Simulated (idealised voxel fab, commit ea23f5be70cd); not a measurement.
process module | voxel ribs on slabs
cross-section cut | 240 nm wide | cells 5 nm
A cross-section is a grid of square cells, given in bands from the top down. A band is one or more rows of cells.
Each band's line starts with the height of the band's top and of its bottom, in nm. Then come its materials from left to right, each with its width in nm. One material with "throughout" fills the band from edge to edge. "air" is empty space.
Height 0 is the level under which the wafer as received is all one material. The lowest band goes on downwards, as in "0 down".
A width such as "30 to 40" changes by the same amount from each row of cells to the next, from the band's top row to its bottom row.
"no change" after a step means that no cell of the cross-section changed.
closed voids: empty space of 8 cells or more with no open way to the top, each as width x height at its distance from the left edge, in nm
after a step's settings: what the simulator itself notes on the step
overlay nm, on a step with a mask: how far to the right of its planned place the mask lay; to the left if negative
plan
1 op RECEIVE | material Si
2 op DIRECTIONAL_DEP | material SiO2 | thk nm 25
3 op DIRECTIONAL_DEP | material SiN | thk nm 25
4 op PATTERN | tone cover | mask id RIB | material resist | width nm 30 | thk nm 20 | overlay nm -15
5 op DIRECTIONAL_ETCH | etch materials SiN | depth nm 5
6 op STRIP | etch materials resist
7 op PATTERN | tone cover | mask id SLAB | material resist | width nm 90 | thk nm 15 | overlay nm 0
8 op DIRECTIONAL_ETCH | etch materials SiN | depth nm 20
9 op STRIP | etch materials resist
10 op FILL_DEP | material SiO2 | thk nm 20
11 op CMP | height nm 65
12 op DIRECTIONAL_DEP | material W | thk nm 5
13 op DIRECTIONAL_DEP | material aC | thk nm 10
14 op PATTERN | tone cover | mask id HEATER | material resist | width nm 40 | thk nm 30 | overlay nm 0
15 op DIRECTIONAL_ETCH | etch materials aC | depth nm 10
16 op STRIP | etch materials resist
17 op DIRECTIONAL_ETCH | etch materials W | depth nm 5
18 op STRIP | etch materials aC
19 op CONFORMAL_DEP | material SiO2 | thk nm 5
varied across the wafers: overlay nm of step 4. The plan shows the first wafer's value. All wafers start alike
first wafer as received, after step 1
  0 down: Si throughout
  closed voids: none
each wafer at the end: cells of each material gained (+) or lost (-) since it was received, then its closed voids
overlay nm -15 | +78 SiN | +596 SiO2 | +8 W | closed voids: none
overlay nm -10 | +78 SiN | +596 SiO2 | +8 W | closed voids: none
overlay nm -5 | +78 SiN | +596 SiO2 | +8 W | closed voids: none
overlay nm 0 | +78 SiN | +596 SiO2 | +8 W | closed voids: none
overlay nm 5 | +78 SiN | +596 SiO2 | +8 W | closed voids: none
overlay nm 10 | +78 SiN | +596 SiO2 | +8 W | closed voids: none
overlay nm 15 | +78 SiN | +596 SiO2 | +8 W | closed voids: none
